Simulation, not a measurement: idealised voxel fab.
The process module that follows is named voxel double patterning.
The cross-section on display is named cut; it measures 240 nm wide, and its cells are 5 nm squares.
If you're reading a cross-section in this doc, picture square cells in a grid; it comes to you as bands, top ones listed first down to the bottom, and a band can be one or more rows of cells. The band entry comprises the height of the band's top followed by the height of its bottom, expressed in nm, and subsequently the band's materials from left to right, each stated together with its width in nm. Where a single material is marked with the word "full width", that material fills the band from edge to edge. The word "blank" represents empty space. Heights are reckoned from 0. Under this level, the received wafer is all of one material. The bottommost band is open-ended downward, for example "from 0 down". The two numbers in a width such as "30 to 40" mark its ends across the band: the first belongs to the top row of cells, the second to the bottom row, and from each row to the next the width moves by the same amount. When a step is marked "nothing altered", none of the cells in the cross-section changed during that step. Listed in "Closed cavity list": every empty space of 8 or more cells without an open way to the top. Form: width x height at distance, the distance being from the left edge, all in nm. after a step's settings: what the simulator itself notes on the step. overlay nm: for a step with a mask, the amount by which the mask lay right of where it was planned; a negative amount means left of it.
### Process steps foreseen in the plan
1: RECEIVE,material Si
2: CONFORMAL_DEP,material SiO2,thk nm 5
3: DIRECTIONAL_DEP,material TiN,thk nm 20
4: DIRECTIONAL_DEP,material SiN,thk nm 10
5: PATTERN,tone open,mask id FIRST,material resist,width nm 15,pitch nm 50,thk nm 15,overlay nm 0
6: DIRECTIONAL_ETCH,etch materials SiN,depth nm 10
7: STRIP,etch materials resist
8: PATTERN,tone open,mask id SECOND,material resist,width nm 15,thk nm 15,overlay nm 0
9: DIRECTIONAL_ETCH,etch materials SiN,depth nm 10
10: STRIP,etch materials resist
11: DIRECTIONAL_ETCH,etch materials TiN,depth nm 20
12: STRIP,etch materials SiN
### First of two wafers, processed according to plan
### Cross-section: wafer on arrival = after step 1
	from 0 down | Si full width
	Closed cavity list: none
### Cross-section: wafer state after step 2
	from 5 to 0 | SiO2 full width
	Unchanged below 0.
### Cross-section: wafer state after step 3
	from 25 to 5 | TiN full width
	Unchanged below 5.
### Cross-section: wafer state after step 4
	from 35 to 25 | SiN full width
	Unchanged below 25.
### Cross-section: wafer state after step 5
	from 50 to 35 | resist 85 nm, then blank 15 nm, then resist 35 nm, then blank 15 nm, then resist 90 nm
	Unchanged below 35.
### Cross-section: wafer state after step 6
	from 50 to 35 | resist 85 nm, then blank 15 nm, then resist 35 nm, then blank 15 nm, then resist 90 nm
	from 35 to 25 | SiN 85 nm, then blank 15 nm, then SiN 35 nm, then blank 15 nm, then SiN 90 nm
	Unchanged below 25.
### Cross-section: wafer state after step 7
	from 35 to 25 | SiN 85 nm, then blank 15 nm, then SiN 35 nm, then blank 15 nm, then SiN 90 nm
	Unchanged below 25.
### Cross-section: wafer state after step 8
	from 50 to 35 | resist 110 nm, then blank 15 nm, then resist 115 nm
	from 35 to 25 | SiN 85 nm, then resist 15 nm, then SiN 35 nm, then resist 15 nm, then SiN 90 nm
	Unchanged below 25.
### Cross-section: wafer state after step 9
	from 50 to 35 | resist 110 nm, then blank 15 nm, then resist 115 nm
	from 35 to 25 | SiN 85 nm, then resist 15 nm, then SiN 10 nm, then blank 15 nm, then SiN 10 nm, then resist 15 nm, then SiN 90 nm
	Unchanged below 25.
### Cross-section: wafer state after step 10
	from 35 to 25 | SiN 85 nm, then blank 15 nm, then SiN 10 nm, then blank 15 nm, then SiN 10 nm, then blank 15 nm, then SiN 90 nm
	Unchanged below 25.
### Cross-section: wafer state after step 11
	from 35 to 25 | SiN 85 nm, then blank 15 nm, then SiN 10 nm, then blank 15 nm, then SiN 10 nm, then blank 15 nm, then SiN 90 nm
	from 25 to 5 | TiN 85 nm, then blank 15 nm, then TiN 10 nm, then blank 15 nm, then TiN 10 nm, then blank 15 nm, then TiN 90 nm
	Unchanged below 5.
### Cross-section: wafer state after step 12
	from 25 to 5 | TiN 85 nm, then blank 15 nm, then TiN 10 nm, then blank 15 nm, then TiN 10 nm, then blank 15 nm, then TiN 90 nm
	Unchanged below 5.
### Okay, second wafer. Nothing different at the start, nothing different in the plan, just one mistake somewhere in the running. As far as step 7, counting that step, it's the first wafer all over again
### Cross-sectional representation of the second wafer at the time designated in the plan for the completion of step 8
	from 50 to 35 | blank 110 nm, then resist 15 nm, then blank 115 nm
	Unchanged below 35.
### Cross-sectional representation of the second wafer at the time designated in the plan for the completion of step 9
	from 50 to 35 | blank 110 nm, then resist 15 nm, then blank 115 nm
	from 35 to 25 | blank 110 nm, then SiN 15 nm, then blank 115 nm
	Unchanged below 25.
### Cross-sectional representation of the second wafer at the time designated in the plan for the completion of step 10
	from 35 to 25 | blank 110 nm, then SiN 15 nm, then blank 115 nm
	Unchanged below 25.
### Cross-sectional representation of the second wafer at the time designated in the plan for the completion of step 11
	from 35 to 25 | blank 110 nm, then SiN 15 nm, then blank 115 nm
	from 25 to 5 | blank 110 nm, then TiN 15 nm, then blank 115 nm
	Unchanged below 5.
### Cross-sectional representation of the second wafer at the time designated in the plan for the completion of step 12
	from 25 to 5 | blank 110 nm, then TiN 15 nm, then blank 115 nm
	Unchanged below 5.
Which mistake was made when the wafer was run? step 8 was not run as planned; what actually ran was PATTERN,tone cover,mask id SECOND,material resist,width nm 15,thk nm 15,overlay nm 0
End check, counted in cells, second wafer has more or fewer of these materials than the first: TiN -144
